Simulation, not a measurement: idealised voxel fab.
Proc. module: voxel capacitor over wiring
Section shown: cut. Width: 140 nm. Cell size: 5 nm, square.
In what follows, cross-sections appear as grids of square cells, described through bands that run from the top down, where every band is one or more rows of cells. Top, bottom (nm), then materials left to right with widths (nm); lone material tagged "throughout" fills the whole band edge to edge; "blank" = empty space. A quick word on heights: they are counted from 0, and under that level the wafer as it came to us is one material throughout. The lowest band is different from the rest in having no bottom; it simply continues downward, written as in "0 nm and below". The expression "30..40" gives the width at the extremes of the band, the first number at its top row of cells and the second at its bottom row, with the width changing by equal amounts from each row to the next in between. Any step labelled "remained the same" changed none of the cells in the cross-section. Each empty space that has no open way to the top and spans at least 8 cells appears under "Closed empty spaces" as width x height at distance, the distance counted from the left edge, all in nm. Heads up: the bit after the settings on a step's line is the simulator's remark on that step. A step's line can hold "overlay nm"; with a mask on that step, the setting says how far right of the planned place the mask lay, while a negative setting says it lay to the left.
Intended process steps
1 RECEIVE,material Si
2 CONFORMAL_DEP,material SiO2,thk nm 10
3 DIRECTIONAL_DEP,material TiN,thk nm 5
4 DIRECTIONAL_DEP,material Ru,thk nm 15
5 MASKED_ETCH,tone cover,mask id METAL_1,width nm 20,pitch nm 80,etch materials Ru,depth nm 15,overlay nm 0
6 MASKED_ETCH,tone cover,mask id METAL_1,width nm 20,pitch nm 80,etch materials TiN,depth nm 5,overlay nm 0
7 CONFORMAL_DEP,material SiCN,thk nm 5
8 FILL_DEP,material SiO2,thk nm 10
9 CMP,height nm 30
10 CONFORMAL_DEP,material SiCN,thk nm 5
11 DIRECTIONAL_DEP,material lowk,thk nm 15
12 MASKED_ETCH,tone open,mask id PLUG_1,width nm 15,etch materials lowk,depth nm 15,overlay nm 0
13 MASKED_ETCH,tone open,mask id PLUG_1,width nm 15,etch materials SiCN,depth nm 5,overlay nm 0
14 EPI,material Ru,thk nm 10
15 EPI,material Ru,thk nm 10
16 DIRECTIONAL_DEP,material TiN,thk nm 10
17 DIRECTIONAL_DEP,material SiN,thk nm 5
18 DIRECTIONAL_DEP,material TiN,thk nm 5
19 PATTERN,tone cover,mask id UPPER_PLATE,material resist,width nm 65,thk nm 15,overlay nm 0
20 DIRECTIONAL_ETCH,etch materials TiN,depth nm 5
21 DIRECTIONAL_ETCH,etch materials SiN,depth nm 5
22 STRIP,etch materials resist
23 DIRECTIONAL_DEP,material aC,thk nm 15
24 PATTERN,tone cover,mask id LOWER_PLATE,material resist,width nm 75,thk nm 30,overlay nm 0
25 DIRECTIONAL_ETCH,etch materials aC,depth nm 15
26 STRIP,etch materials resist
27 DIRECTIONAL_ETCH,etch materials TiN,depth nm 10
28 STRIP,etch materials aC
29 FILL_DEP,material SiO2,thk nm 15
30 CMP,height nm 80
31 PATTERN,tone open,mask id PLUG_2,material resist,width nm 15,thk nm 15,overlay nm 0
32 DIRECTIONAL_ETCH,etch materials SiO2,depth nm 10
33 STRIP,etch materials resist
34 CONFORMAL_DEP,material TiN,thk nm 5
35 FILL_DEP,material W,thk nm 5
36 CMP,height nm 80
37 CONFORMAL_DEP,material SiN,thk nm 5
Below: the first of two wafers, run as planned
As received (post step 1): cross-section
	0 nm and below = Si throughout
	Closed empty spaces: none
Cross-section of the wafer subsequent to step 2
	10 nm to 0 nm = SiO2 throughout
	Under the height 0 nothing was changed.
Cross-section of the wafer subsequent to step 3
	15 nm to 10 nm = TiN throughout
	Under the height 10 nothing was changed.
Cross-section of the wafer subsequent to step 4
	30 nm to 15 nm = Ru throughout
	Under the height 15 nothing was changed.
Cross-section of the wafer subsequent to step 5
	30 nm to 15 nm = 20 blank / 20 Ru / 60 blank / 20 Ru / 20 blank
	Under the height 15 nothing was changed.
Cross-section of the wafer subsequent to step 6
	30 nm to 15 nm = 20 blank / 20 Ru / 60 blank / 20 Ru / 20 blank
	15 nm to 10 nm = 20 blank / 20 TiN / 60 blank / 20 TiN / 20 blank
	Under the height 10 nothing was changed.
Cross-section of the wafer subsequent to step 7
	35 nm to 30 nm = 15 blank / 30 SiCN / 50 blank / 30 SiCN / 15 blank
	30 nm to 15 nm = 15 blank / 5 SiCN / 20 Ru / 5 SiCN / 50 blank / 5 SiCN / 20 Ru / 5 SiCN / 15 blank
	15 nm to 10 nm = 20 SiCN / 20 TiN / 60 SiCN / 20 TiN / 20 SiCN
	Under the height 10 nothing was changed.
Cross-section of the wafer subsequent to step 8
	45 nm to 35 nm = SiO2 throughout
	35 nm to 30 nm = 15 SiO2 / 30 SiCN / 50 SiO2 / 30 SiCN / 15 SiO2
	30 nm to 15 nm = 15 SiO2 / 5 SiCN / 20 Ru / 5 SiCN / 50 SiO2 / 5 SiCN / 20 Ru / 5 SiCN / 15 SiO2
	Under the height 15 nothing was changed.
Cross-section of the wafer subsequent to step 9
	30 nm to 15 nm = 15 SiO2 / 5 SiCN / 20 Ru / 5 SiCN / 50 SiO2 / 5 SiCN / 20 Ru / 5 SiCN / 15 SiO2
	Under the height 15 nothing was changed.
Cross-section of the wafer subsequent to step 10
	35 nm to 30 nm = SiCN throughout
	Under the height 30 nothing was changed.
Cross-section of the wafer subsequent to step 11
	50 nm to 35 nm = lowk throughout
	Under the height 35 nothing was changed.
Cross-section of the wafer subsequent to step 12
	50 nm to 35 nm = 25 lowk / 15 blank / 100 lowk
	Under the height 35 nothing was changed.
Cross-section of the wafer subsequent to step 13
	50 nm to 35 nm = 25 lowk / 15 blank / 100 lowk
	35 nm to 30 nm = 25 SiCN / 15 blank / 100 SiCN
	Under the height 30 nothing was changed.
Cross-section of the wafer subsequent to step 14
	50 nm to 40 nm = 25 lowk / 15 blank / 100 lowk
	40 nm to 35 nm = 25 lowk / 15 Ru / 100 lowk
	35 nm to 30 nm = 25 SiCN / 15 Ru / 100 SiCN
	Under the height 30 nothing was changed.
Cross-section of the wafer subsequent to step 15
	50 nm to 35 nm = 25 lowk / 15 Ru / 100 lowk
	Under the height 35 nothing was changed.
Cross-section of the wafer subsequent to step 16
	60 nm to 50 nm = TiN throughout
	Under the height 50 nothing was changed.
Cross-section of the wafer subsequent to step 17
	65 nm to 60 nm = SiN throughout
	Under the height 60 nothing was changed.
Cross-section of the wafer subsequent to step 18
	70 nm to 65 nm = TiN throughout
	Under the height 65 nothing was changed.
Cross-section of the wafer subsequent to step 19
	85 nm to 70 nm = 25 blank / 65 resist / 50 blank
	Under the height 70 nothing was changed.
Cross-section of the wafer subsequent to step 20
	85 nm to 70 nm = 25 blank / 65 resist / 50 blank
	70 nm to 65 nm = 25 blank / 65 TiN / 50 blank
	Under the height 65 nothing was changed.
Cross-section of the wafer subsequent to step 21
	85 nm to 70 nm = 25 blank / 65 resist / 50 blank
	70 nm to 65 nm = 25 blank / 65 TiN / 50 blank
	65 nm to 60 nm = 25 blank / 65 SiN / 50 blank
	Under the height 60 nothing was changed.
Cross-section of the wafer subsequent to step 22
	70 nm to 65 nm = 25 blank / 65 TiN / 50 blank
	Under the height 65 nothing was changed.
Cross-section of the wafer subsequent to step 23
	85 nm to 75 nm = 25 blank / 65 aC / 50 blank
	75 nm to 70 nm = aC throughout
	70 nm to 65 nm = 25 aC / 65 TiN / 50 aC
	65 nm to 60 nm = 25 aC / 65 SiN / 50 aC
	Under the height 60 nothing was changed.
Cross-section of the wafer subsequent to step 24
	115 nm to 85 nm = 20 blank / 75 resist / 45 blank
	85 nm to 75 nm = 20 blank / 5 resist / 65 aC / 5 resist / 45 blank
	Under the height 75 nothing was changed.
Cross-section of the wafer subsequent to step 25
	100 nm to 85 nm = 20 blank / 75 resist / 45 blank
	85 nm to 75 nm = 20 blank / 5 resist / 65 aC / 5 resist / 45 blank
	75 nm to 70 nm = 20 blank / 75 aC / 45 blank
	70 nm to 65 nm = 20 blank / 5 aC / 65 TiN / 5 aC / 45 blank
	65 nm to 60 nm = 20 blank / 5 aC / 65 SiN / 5 aC / 45 blank
	Under the height 60 nothing was changed.
Cross-section of the wafer subsequent to step 26
	85 nm to 75 nm = 25 blank / 65 aC / 50 blank
	Under the height 75 nothing was changed.
Cross-section of the wafer subsequent to step 27
	85 nm to 75 nm = 25 blank / 65 aC / 50 blank
	75 nm to 70 nm = 20 blank / 75 aC / 45 blank
	70 nm to 65 nm = 20 blank / 5 aC / 65 TiN / 5 aC / 45 blank
	65 nm to 60 nm = 20 blank / 5 aC / 65 SiN / 5 aC / 45 blank
	60 nm to 50 nm = 20 blank / 75 TiN / 45 blank
	Under the height 50 nothing was changed.
Cross-section of the wafer subsequent to step 28
	70 nm to 65 nm = 25 blank / 65 TiN / 50 blank
	65 nm to 60 nm = 25 blank / 65 SiN / 50 blank
	Under the height 60 nothing was changed.
Cross-section of the wafer subsequent to step 29
	85 nm to 70 nm = SiO2 throughout
	70 nm to 65 nm = 25 SiO2 / 65 TiN / 50 SiO2
	65 nm to 60 nm = 25 SiO2 / 65 SiN / 50 SiO2
	60 nm to 50 nm = 20 SiO2 / 75 TiN / 45 SiO2
	Under the height 50 nothing was changed.
Cross-section of the wafer subsequent to step 30
	80 nm to 70 nm = SiO2 throughout
	Under the height 70 nothing was changed.
Cross-section of the wafer subsequent to step 31
	95 nm to 80 nm = 35 resist / 15 blank / 90 resist
	Under the height 80 nothing was changed.
Cross-section of the wafer subsequent to step 32
	95 nm to 80 nm = 35 resist / 15 blank / 90 resist
	80 nm to 70 nm = 35 SiO2 / 15 blank / 90 SiO2
	Under the height 70 nothing was changed.
Cross-section of the wafer subsequent to step 33
	80 nm to 70 nm = 35 SiO2 / 15 blank / 90 SiO2
	Under the height 70 nothing was changed.
Cross-section of the wafer subsequent to step 34
	85 nm to 80 nm = 40 TiN / 5 blank / 95 TiN
	80 nm to 75 nm = 35 SiO2 / 5 TiN / 5 blank / 5 TiN / 90 SiO2
	75 nm to 65 nm = 35..25 SiO2 / 15..65 TiN / 90..50 SiO2
	Under the height 65 nothing was changed.
Cross-section of the wafer subsequent to step 35
	90 nm to 85 nm = W throughout
	85 nm to 80 nm = 40 TiN / 5 W / 95 TiN
	80 nm to 75 nm = 35 SiO2 / 5 TiN / 5 W / 5 TiN / 90 SiO2
	Under the height 75 nothing was changed.
Cross-section of the wafer subsequent to step 36
	80 nm to 75 nm = 35 SiO2 / 5 TiN / 5 W / 5 TiN / 90 SiO2
	Under the height 75 nothing was changed.
Cross-section of the wafer subsequent to step 37
	85 nm to 80 nm = SiN throughout
	Under the height 80 nothing was changed.
Second wafer - shared start and plan with the first - one error in running - same as the first up to step 4 inclusive
At the planned end of step 5, the second wafer in cross-section
	30 nm to 15 nm = 15 blank / 30 Ru / 50 blank / 30 Ru / 15 blank
	Under the height 15 nothing was changed.
At the planned end of step 6, the second wafer in cross-section
	30 nm to 15 nm = 15 blank / 30 Ru / 50 blank / 30 Ru / 15 blank
	15 nm to 10 nm = 15 blank / 30 TiN / 50 blank / 30 TiN / 15 blank
	Under the height 10 nothing was changed.
At the planned end of step 7, the second wafer in cross-section
	35 nm to 30 nm = 10 blank / 40 SiCN / 40 blank / 40 SiCN / 10 blank
	30 nm to 15 nm = 10 blank / 5 SiCN / 30 Ru / 5 SiCN / 40 blank / 5 SiCN / 30 Ru / 5 SiCN / 10 blank
	15 nm to 10 nm = 15 SiCN / 30 TiN / 50 SiCN / 30 TiN / 15 SiCN
	Under the height 10 nothing was changed.
At the planned end of step 8, the second wafer in cross-section
	45 nm to 35 nm = SiO2 throughout
	35 nm to 30 nm = 10 SiO2 / 40 SiCN / 40 SiO2 / 40 SiCN / 10 SiO2
	30 nm to 15 nm = 10 SiO2 / 5 SiCN / 30 Ru / 5 SiCN / 40 SiO2 / 5 SiCN / 30 Ru / 5 SiCN / 10 SiO2
	Under the height 15 nothing was changed.
At the planned end of step 9, the second wafer in cross-section
	30 nm to 15 nm = 10 SiO2 / 5 SiCN / 30 Ru / 5 SiCN / 40 SiO2 / 5 SiCN / 30 Ru / 5 SiCN / 10 SiO2
	Under the height 15 nothing was changed.
At the planned end of step 10, the second wafer in cross-section
	35 nm to 30 nm = SiCN throughout
	Under the height 30 nothing was changed.
At the planned end of step 11, the second wafer in cross-section
	50 nm to 35 nm = lowk throughout
	Under the height 35 nothing was changed.
At the planned end of step 12, the second wafer in cross-section
	50 nm to 35 nm = 25 lowk / 15 blank / 100 lowk
	Under the height 35 nothing was changed.
At the planned end of step 13, the second wafer in cross-section
	50 nm to 35 nm = 25 lowk / 15 blank / 100 lowk
	35 nm to 30 nm = 25 SiCN / 15 blank / 100 SiCN
	Under the height 30 nothing was changed.
At the planned end of step 14, the second wafer in cross-section
	50 nm to 40 nm = 25 lowk / 15 blank / 100 lowk
	40 nm to 35 nm = 25 lowk / 15 Ru / 100 lowk
	35 nm to 30 nm = 25 SiCN / 15 Ru / 100 SiCN
	Under the height 30 nothing was changed.
At the planned end of step 15, the second wafer in cross-section
	50 nm to 35 nm = 25 lowk / 15 Ru / 100 lowk
	Under the height 35 nothing was changed.
At the planned end of step 16, the second wafer in cross-section
	60 nm to 50 nm = TiN throughout
	Under the height 50 nothing was changed.
At the planned end of step 17, the second wafer in cross-section
	65 nm to 60 nm = SiN throughout
	Under the height 60 nothing was changed.
At the planned end of step 18, the second wafer in cross-section
	70 nm to 65 nm = TiN throughout
	Under the height 65 nothing was changed.
At the planned end of step 19, the second wafer in cross-section
	85 nm to 70 nm = 25 blank / 65 resist / 50 blank
	Under the height 70 nothing was changed.
At the planned end of step 20, the second wafer in cross-section
	85 nm to 70 nm = 25 blank / 65 resist / 50 blank
	70 nm to 65 nm = 25 blank / 65 TiN / 50 blank
	Under the height 65 nothing was changed.
At the planned end of step 21, the second wafer in cross-section
	85 nm to 70 nm = 25 blank / 65 resist / 50 blank
	70 nm to 65 nm = 25 blank / 65 TiN / 50 blank
	65 nm to 60 nm = 25 blank / 65 SiN / 50 blank
	Under the height 60 nothing was changed.
At the planned end of step 22, the second wafer in cross-section
	70 nm to 65 nm = 25 blank / 65 TiN / 50 blank
	Under the height 65 nothing was changed.
At the planned end of step 23, the second wafer in cross-section
	85 nm to 75 nm = 25 blank / 65 aC / 50 blank
	75 nm to 70 nm = aC throughout
	70 nm to 65 nm = 25 aC / 65 TiN / 50 aC
	65 nm to 60 nm = 25 aC / 65 SiN / 50 aC
	Under the height 60 nothing was changed.
At the planned end of step 24, the second wafer in cross-section
	115 nm to 85 nm = 20 blank / 75 resist / 45 blank
	85 nm to 75 nm = 20 blank / 5 resist / 65 aC / 5 resist / 45 blank
	Under the height 75 nothing was changed.
At the planned end of step 25, the second wafer in cross-section
	100 nm to 85 nm = 20 blank / 75 resist / 45 blank
	85 nm to 75 nm = 20 blank / 5 resist / 65 aC / 5 resist / 45 blank
	75 nm to 70 nm = 20 blank / 75 aC / 45 blank
	70 nm to 65 nm = 20 blank / 5 aC / 65 TiN / 5 aC / 45 blank
	65 nm to 60 nm = 20 blank / 5 aC / 65 SiN / 5 aC / 45 blank
	Under the height 60 nothing was changed.
At the planned end of step 26, the second wafer in cross-section
	85 nm to 75 nm = 25 blank / 65 aC / 50 blank
	Under the height 75 nothing was changed.
At the planned end of step 27, the second wafer in cross-section
	85 nm to 75 nm = 25 blank / 65 aC / 50 blank
	75 nm to 70 nm = 20 blank / 75 aC / 45 blank
	70 nm to 65 nm = 20 blank / 5 aC / 65 TiN / 5 aC / 45 blank
	65 nm to 60 nm = 20 blank / 5 aC / 65 SiN / 5 aC / 45 blank
	60 nm to 50 nm = 20 blank / 75 TiN / 45 blank
	Under the height 50 nothing was changed.
At the planned end of step 28, the second wafer in cross-section
	70 nm to 65 nm = 25 blank / 65 TiN / 50 blank
	65 nm to 60 nm = 25 blank / 65 SiN / 50 blank
	Under the height 60 nothing was changed.
At the planned end of step 29, the second wafer in cross-section
	85 nm to 70 nm = SiO2 throughout
	70 nm to 65 nm = 25 SiO2 / 65 TiN / 50 SiO2
	65 nm to 60 nm = 25 SiO2 / 65 SiN / 50 SiO2
	60 nm to 50 nm = 20 SiO2 / 75 TiN / 45 SiO2
	Under the height 50 nothing was changed.
At the planned end of step 30, the second wafer in cross-section
	80 nm to 70 nm = SiO2 throughout
	Under the height 70 nothing was changed.
At the planned end of step 31, the second wafer in cross-section
	95 nm to 80 nm = 35 resist / 15 blank / 90 resist
	Under the height 80 nothing was changed.
At the planned end of step 32, the second wafer in cross-section
	95 nm to 80 nm = 35 resist / 15 blank / 90 resist
	80 nm to 70 nm = 35 SiO2 / 15 blank / 90 SiO2
	Under the height 70 nothing was changed.
At the planned end of step 33, the second wafer in cross-section
	80 nm to 70 nm = 35 SiO2 / 15 blank / 90 SiO2
	Under the height 70 nothing was changed.
At the planned end of step 34, the second wafer in cross-section
	85 nm to 80 nm = 40 TiN / 5 blank / 95 TiN
	80 nm to 75 nm = 35 SiO2 / 5 TiN / 5 blank / 5 TiN / 90 SiO2
	75 nm to 65 nm = 35..25 SiO2 / 15..65 TiN / 90..50 SiO2
	Under the height 65 nothing was changed.
At the planned end of step 35, the second wafer in cross-section
	90 nm to 85 nm = W throughout
	85 nm to 80 nm = 40 TiN / 5 W / 95 TiN
	80 nm to 75 nm = 35 SiO2 / 5 TiN / 5 W / 5 TiN / 90 SiO2
	Under the height 75 nothing was changed.
At the planned end of step 36, the second wafer in cross-section
	80 nm to 75 nm = 35 SiO2 / 5 TiN / 5 W / 5 TiN / 90 SiO2
	Under the height 75 nothing was changed.
At the planned end of step 37, the second wafer in cross-section
	85 nm to 80 nm = SiN throughout
	Under the height 80 nothing was changed.
What broke from the plan during processing? step 5 went in with a setting other than planned; the actual run was MASKED_ETCH,tone cover,mask id METAL_1,width nm 30,pitch nm 80,etch materials Ru,depth nm 15,overlay nm 0
In the final state, the cell counts of the second wafer exceed or fall short of those of the first for the following materials: Ru +12; SiCN -4; SiO2 -12; TiN +4
